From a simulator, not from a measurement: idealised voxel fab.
Presented below is a process module, voxel spacer lines.
We display cut, a cross-section 225 nm in width whose square cells are each 5 nm.
Notation: cross-section as square-cell grid; stated in bands, top first, going down; one or more cell rows per band. Within each band entry, the heights of the top and of the bottom of the band appear first, in that order and in nm; the materials of the band then follow from left to right, each with its corresponding width in nm. The designation "edge to edge" on a single material indicates that it fills the band from edge to edge; the designation "air" indicates empty space. Heights are measured from 0, the level below which the as-received wafer is all one material; the lowest band has no bottom and continues downward, written as in "z 0 and below". Per-row width for "30->40": begins at first number (top row of band), ends at second number (bottom row), increment between rows held constant. You'll sometimes find "nothing changed" written for a step, and that's the way of saying that nowhere in the cross-section did a cell change during that step. "Enclosed internal cavities" - sealed voids, min. 8 cells, no opening to top; format: width x height at distance (distance from left edge; nm throughout). Text after the settings on a step's line: the simulator's own remark on that step. overlay nm: how far to the right of its planned place the mask lay on this masked step (negative: to the left).

## Steps planned for the process
step 1: RECEIVE | material Si
step 2: CONFORMAL_DEP | material Al2O3 | thk nm 10
step 3: DIRECTIONAL_DEP | material TiN | thk nm 10
step 4: DIRECTIONAL_DEP | material polySi | thk nm 30
step 5: PATTERN | tone cover | mask id MANDREL | material resist | width nm 25 | pitch nm 70 | thk nm 40 | overlay nm 0
step 6: DIRECTIONAL_ETCH | etch materials polySi | depth nm 30
step 7: STRIP | etch materials resist
step 8: CONFORMAL_DEP | material SiO2 | thk nm 10
step 9: DIRECTIONAL_ETCH | etch materials SiO2 | depth nm 10
step 10: STRIP | etch materials polySi
step 11: DIRECTIONAL_ETCH | etch materials TiN | depth nm 10
step 12: STRIP | etch materials SiO2

## This is the cross-section of the wafer as we received it, i.e. after step 1
	z 0 and below = Si edge to edge
	Enclosed internal cavities: none

## End-of-module cross-section of the first of two wafers, processed as planned
	z 20 to 10 = 20 air | 10 TiN | 25 air | 10 TiN | 25 air | 10 TiN | 25 air | 10 TiN | 25 air | 10 TiN | 25 air | 10 TiN | 20 air
	z 10 to 0 = Al2O3 edge to edge
	z 0 and below = Si edge to edge
	Enclosed internal cavities: none

## What the second wafer looks like in cross-section once the module is done. Its start and its plan matched the first wafer's exactly; what differed was one mistake in how it was run
	z 40 to 10 = TiN edge to edge
	z 10 to 0 = Al2O3 edge to edge
	z 0 and below = Si edge to edge
	Enclosed internal cavities: none
Nonconformance to the process plan: planned and actual differ for step 4; actual: DIRECTIONAL_DEP | material TiN | thk nm 30
Final difference in cells, second wafer against first, listed per material as more or fewer: +246 TiN
